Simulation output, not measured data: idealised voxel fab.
Proc. module: voxel gate over fins
This is section cut - it's 220 nm across, gridded in 5 nm square cells.
Throughout this document, each cross-section is represented as a grid of square cells and is presented as a sequence of bands enumerated from the top downward, where a band comprises one or more rows of cells.
Band entry format. Leading values: height of top, height of bottom, nm. Remainder: materials in left-to-right order, each with its width in nm. Special words: "throughout" on a single material, which then fills the band edge to edge; "empty", empty space.
Where do heights start? At 0: under that level the wafer as delivered is made of one material only. And the lowest band has no floor; it just carries on downward, as in "0 and below".
With a width like "30 to 40", each row of cells in the band differs from the next by the same amount, the top row carrying the first number and the bottom row the second.
Any step labelled "remained unchanged" changed none of the cells in the cross-section.
Heads up: "Unvented voids" only lists the empty pockets with no open path to the top that are 8 cells or more, and it writes them as width x height at distance, distance from the left edge, in nm.
What comes after the settings on a step's line is commentary from the simulator itself on that step.
overlay nm: on a step with a mask, how far right of its planned place the mask lay; negative means left.
### Steps planned for the process
1,RECEIVE, material Si
2,CONFORMAL_DEP, material SiN, thk nm 10
3,DIRECTIONAL_DEP, material aC, thk nm 15
4,PATTERN, tone cover, mask id FINS, material resist, width nm 15, pitch nm 45, thk nm 30, overlay nm 0
5,DIRECTIONAL_ETCH, etch materials aC, depth nm 15
6,STRIP, etch materials resist
7,DIRECTIONAL_ETCH, etch materials SiN, depth nm 10
8,DIRECTIONAL_ETCH, etch materials Si, depth nm 30
9,STRIP, etch materials aC
10,FILL_DEP, material SiO2, thk nm 5
11,CMP, height nm 10
12,SELECTIVE_ETCH, etch materials SiO2, depth nm 20
13,STRIP, etch materials SiN
14,CONFORMAL_DEP, material HfO2, thk nm 5
15,CONFORMAL_DEP, material TiN, thk nm 5
16,FILL_DEP, material W, thk nm 10
17,CMP, height nm 15
18,CONFORMAL_DEP, material SiCN, thk nm 10
### Shown in cross-section is the wafer as received, that is, as it stands after step 1
- 0 and below: Si throughout
- Unvented voids: none
### Below is the wafer in cross-section after the module was completed. It began from the starting point shown above and followed the plan shown above, except that one mistake was made while running it
- 30 down to 15: SiCN throughout
- 15 down to 10: W throughout
- 10 down to 5: 45 nm W, 35 nm TiN, 10 nm W, 35 nm TiN, 10 nm W, 35 nm TiN, 50 nm W
- 5 down to 0: 45 nm W, 5 nm TiN, 25 nm HfO2, 5 nm TiN, 10 nm W, 5 nm TiN, 25 nm HfO2, 5 nm TiN, 10 nm W, 5 nm TiN, 25 nm HfO2, 5 nm TiN, 50 nm W
- 0 down to -5: 50 nm TiN, 5 nm HfO2, 15 nm Si, 5 nm HfO2, 20 nm TiN, 5 nm HfO2, 15 nm Si, 5 nm HfO2, 20 nm TiN, 5 nm HfO2, 15 nm Si, 5 nm HfO2, 55 nm TiN
- -5 down to -10: 55 nm HfO2, 15 nm Si, 30 nm HfO2, 15 nm Si, 30 nm HfO2, 15 nm Si, 60 nm HfO2
- -10 down to -30: 55 nm SiO2, 15 nm Si, 30 nm SiO2, 15 nm Si, 30 nm SiO2, 15 nm Si, 60 nm SiO2
- -30 and below: Si throughout
- Unvented voids: none
What broke from the plan during processing? step 18 was not run as planned; what actually ran was CONFORMAL_DEP, material SiCN, thk nm 15
